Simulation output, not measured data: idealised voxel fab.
Title: Process Module voxel self aligned vias
Pictured: cross-section cut, 200 nm wide, on a grid of 5 nm square cells.
This document writes a cross-section as a grid whose cells are square, and gives it as bands, listed from the top down; one or more rows of cells form a band.
First you get the band's top height and its bottom height, in nm, and then the materials it's made of, left to right, with each width in nm. If you see a single material with "all across", that one covers the band edge to edge. "air" is empty space.
It should be noted that heights are counted from 0, beneath which the wafer as supplied is of one material throughout, and that the lowest band possesses no lower boundary but continues downward, as written in "top 0, no bottom".
Width: "30->40" (first number = top row, second number = bottom row, same change from row to row of cells).
The designation "stayed the same", where it is given for a processing step, indicates that no cell of the cross-section was altered in the course of that step.
So "Entrapped voids" is basically the list of trapped voids: any empty space of 8 cells or more that can't reach the top through an opening. They're written width x height at distance, the distance being from the left edge, and it's all nm.
On each step's line, the part that comes after the settings is the simulator's own comment on the step.
"overlay nm" answers the question of how far to the right of plan the mask lay on a step that has a mask, and when it is negative the answer is to the left.

THE PROCESS STEPS THAT WERE PLANNED ARE LISTED BELOW
1: RECEIVE [material Si]
2: CONFORMAL_DEP [material SiO2] [thk nm 10]
3: CONFORMAL_DEP [material SiCN] [thk nm 5]
4: DIRECTIONAL_DEP [material SiO2] [thk nm 30]
5: PATTERN [tone open] [mask id LINES] [material resist] [width nm 30] [pitch nm 70] [thk nm 15] [overlay nm 0]
6: DIRECTIONAL_ETCH [etch materials SiO2] [depth nm 30]
7: STRIP [etch materials resist]
8: CONFORMAL_DEP [material TiN] [thk nm 5]
9: FILL_DEP [material Ru] [thk nm 10]
10: CMP [height nm 45]
11: SELECTIVE_ETCH [etch materials W Ru TiN] [depth nm 5]
12: FILL_DEP [material SiN] [thk nm 5]
13: CMP [height nm 45]
14: DIRECTIONAL_DEP [material SiO2] [thk nm 20]
15: PATTERN [tone open] [mask id VIAS] [material resist] [width nm 50] [pitch nm 70] [thk nm 15] [overlay nm 0]
16: DIRECTIONAL_ETCH [etch materials SiO2] [depth nm 20]
17: DIRECTIONAL_ETCH [etch materials SiN] [depth nm 5]
18: STRIP [etch materials resist]
19: CONFORMAL_DEP [material TiN] [thk nm 5]
20: FILL_DEP [material W] [thk nm 5]
21: CMP [height nm 65]
22: CONFORMAL_DEP [material SiCN] [thk nm 5]

WAFER AT RECEIPT (POST STEP 1), CROSS-SECTION
- top 0, no bottom | Si all across
- Entrapped voids: none

SECTIONED VIEW, FIRST OF TWO WAFERS, AT THE CLOSE OF THE MODULE, PROCESSED AS INTENDED IN THE PLAN
- top 70, bottom 65 | SiCN all across
- top 65, bottom 50 | 40 of SiO2; 5 of TiN; 40 of W; 5 of TiN; 20 of SiO2; 5 of TiN; 40 of W; 5 of TiN; 40 of SiO2
- top 50, bottom 45 | 40 of SiO2; 15 of TiN; 20 of W; 15 of TiN; 20 of SiO2; 15 of TiN; 20 of W; 15 of TiN; 40 of SiO2
- top 45, bottom 40 | 50 of SiO2; 30 of TiN; 40 of SiO2; 30 of TiN; 50 of SiO2
- top 40, bottom 20 | 50 of SiO2; 5 of TiN; 20 of Ru; 5 of TiN; 40 of SiO2; 5 of TiN; 20 of Ru; 5 of TiN; 50 of SiO2
- top 20, bottom 15 | 50 of SiO2; 30 of TiN; 40 of SiO2; 30 of TiN; 50 of SiO2
- top 15, bottom 10 | SiCN all across
- top 10, bottom 0 | SiO2 all across
- top 0, no bottom | Si all across
- Entrapped voids: none

END OF MODULE, SECOND WAFER, CROSS-SECTION. STARTED LIKE THE FIRST, PLANNED LIKE THE FIRST, RUN WITH ONE MISTAKE
- top 70, bottom 65 | SiCN all across
- top 65, bottom 50 | 40 of SiO2; 5 of TiN; 40 of W; 5 of TiN; 20 of SiO2; 5 of TiN; 40 of W; 5 of TiN; 40 of SiO2
- top 50, bottom 45 | 40 of SiO2; 15 of TiN; 20 of W; 15 of TiN; 20 of SiO2; 15 of TiN; 20 of W; 15 of TiN; 40 of SiO2
- top 45, bottom 40 | 50 of SiO2; 30 of TiN; 40 of SiO2; 30 of TiN; 50 of SiO2
- top 40, bottom 20 | 50 of SiO2; 5 of TiN; 20 of Ru; 5 of TiN; 40 of SiO2; 5 of TiN; 20 of Ru; 5 of TiN; 50 of SiO2
- top 20, bottom 15 | 50 of SiO2; 30 of TiN; 40 of SiO2; 30 of TiN; 50 of SiO2
- top 15, bottom 5 | SiO2 all across
- top 5, bottom 0 | SiCN all across
- top 0, no bottom | Si all across
- Entrapped voids: none
what went wrong: mixed up steps 2 and 3 - ran each in the other's place
Comparing end states, the material composition by cell count is preserved from the first wafer to the second, while the locations of the cells are not.
